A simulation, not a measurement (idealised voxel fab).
The name of this process module is voxel wiring stack.
The cross-section on display is named cut; it measures 260 nm wide, and its cells are 5 nm squares.
In what follows, cross-sections appear as grids of square cells, described through bands that run from the top down, where every band is one or more rows of cells. Band: top height; bottom height; in nm. Then, left to right: material with width in nm, for each material. "everywhere": a single material spanning edge to edge. "blank": empty space. Zero point of the height axis is 0; under it, received wafer = one material. Lowest band: continues down indefinitely, "0 and below". Read "30..40" as a graded width: first number on top, second number at the bottom, same change between each pair of neighbouring rows. "remained unchanged" (step): cross-section cells unchanged, all of them. Look at "Sealed-off cavities" for the closed voids: empty spaces with no open path to the top, sized 8 cells or up. Each is width x height at distance, distance from the left edge, all nm. What comes after the settings on a step's line is commentary from the simulator itself on that step. The line of a step may include "overlay nm". On a step with a mask, this value is how far to the right of its planned place the mask lay. A negative value means the mask lay to the left.

Steps planned for the process:
1 RECEIVE, material Si
2 CONFORMAL_DEP, material SiO2, thk nm 15
3 DIRECTIONAL_DEP, material TiN, thk nm 5
4 DIRECTIONAL_DEP, material Ru, thk nm 25
5 PATTERN, tone cover, mask id METAL_1, material resist, width nm 20, pitch nm 50, thk nm 20, overlay nm 0
6 DIRECTIONAL_ETCH, etch materials Ru, depth nm 25
7 DIRECTIONAL_ETCH, etch materials TiN, depth nm 5
8 STRIP, etch materials resist
9 FILL_DEP, material lowk, thk nm 10
10 CMP, height nm 45
11 CONFORMAL_DEP, material SiCN, thk nm 5
12 DIRECTIONAL_DEP, material lowk, thk nm 25
13 DIRECTIONAL_DEP, material aC, thk nm 15
14 PATTERN, tone open, mask id METAL_2_HOLES, material resist, width nm 15, thk nm 35, overlay nm 0
15 DIRECTIONAL_ETCH, etch materials aC, depth nm 15
16 STRIP, etch materials resist
17 DIRECTIONAL_ETCH, etch materials lowk, depth nm 25
18 STRIP, etch materials aC
19 PATTERN, tone open, mask id METAL_2, material resist, width nm 20, pitch nm 50, thk nm 15, overlay nm 0
20 DIRECTIONAL_ETCH, etch materials lowk, depth nm 15
21 DIRECTIONAL_ETCH, etch materials SiCN, depth nm 5
22 STRIP, etch materials resist
23 CONFORMAL_DEP, material TiN, thk nm 5
24 FILL_DEP, material Cu, thk nm 5
25 CMP, height nm 75
26 CONFORMAL_DEP, material SiCN, thk nm 5
27 DIRECTIONAL_DEP, material SiO2, thk nm 30
28 DIRECTIONAL_DEP, material aC, thk nm 15
29 PATTERN, tone open, mask id METAL_3_HOLES, material resist, width nm 15, thk nm 35, overlay nm 0
30 DIRECTIONAL_ETCH, etch materials aC, depth nm 15
31 STRIP, etch materials resist
32 DIRECTIONAL_ETCH, etch materials SiO2, depth nm 30
33 STRIP, etch materials aC
34 DIRECTIONAL_DEP, material aC, thk nm 10
35 PATTERN, tone open, mask id METAL_3, material resist, width nm 20, pitch nm 50, thk nm 30, overlay nm 0
36 DIRECTIONAL_ETCH, etch materials aC, depth nm 10
37 STRIP, etch materials resist
38 DIRECTIONAL_ETCH, etch materials SiO2, depth nm 15
39 DIRECTIONAL_ETCH, etch materials SiCN, depth nm 5
40 STRIP, etch materials aC
41 CONFORMAL_DEP, material TiN, thk nm 5
42 FILL_DEP, material Cu, thk nm 10
43 CMP, height nm 110
44 CONFORMAL_DEP, material SiCN, thk nm 5
45 DIRECTIONAL_DEP, material lowk, thk nm 15
46 MASKED_ETCH, tone open, mask id PLUG_3, width nm 15, etch materials lowk, depth nm 15, overlay nm 0
47 MASKED_ETCH, tone open, mask id PLUG_3, width nm 15, etch materials SiCN, depth nm 5, overlay nm 0
48 EPI, material Ru, thk nm 10
49 EPI, material Ru, thk nm 10
50 DIRECTIONAL_DEP, material TiN, thk nm 5
51 DIRECTIONAL_DEP, material Ru, thk nm 15
52 DIRECTIONAL_DEP, material aC, thk nm 15
53 PATTERN, tone cover, mask id METAL_4, material resist, width nm 20, pitch nm 50, thk nm 35, overlay nm 0
54 DIRECTIONAL_ETCH, etch materials aC, depth nm 5
55 STRIP, etch materials resist
56 DIRECTIONAL_ETCH, etch materials Ru, depth nm 15
57 DIRECTIONAL_ETCH, etch materials TiN, depth nm 5
58 STRIP, etch materials aC
59 FILL_DEP, material lowk, thk nm 5
60 CMP, height nm 150
61 CONFORMAL_DEP, material SiN, thk nm 5
Keep in mind the plan's value for the depth nm of step 54 comes from the first wafer; the wafers don't share that setting, but they do share the same starting point.

As-received state after step 1, first of several wafers, cross-section:
0 and below  Si everywhere
Sealed-off cavities: none

Below: a row per wafer. Contents at end of module: for every material, cells gained since receipt (+) or lost since receipt (-); then closed voids:
depth nm 5, +23 Cu, +208 Ru, +147 SiCN, +52 SiN, +435 SiO2, +106 TiN, +641 lowk, Sealed-off cavities: none
depth nm 10, +23 Cu, +208 Ru, +147 SiCN, +52 SiN, +435 SiO2, +106 TiN, +641 lowk, Sealed-off cavities: none
depth nm 15, +23 Cu, +76 Ru, +147 SiCN, +52 SiN, +435 SiO2, +62 TiN, +817 lowk, Sealed-off cavities: none
depth nm 20, +23 Cu, +76 Ru, +147 SiCN, +52 SiN, +435 SiO2, +62 TiN, +817 lowk, Sealed-off cavities: none
depth nm 25, +23 Cu, +76 Ru, +147 SiCN, +52 SiN, +435 SiO2, +62 TiN, +817 lowk, Sealed-off cavities: none
depth nm 30, +23 Cu, +76 Ru, +147 SiCN, +52 SiN, +435 SiO2, +62 TiN, +817 lowk, Sealed-off cavities: none
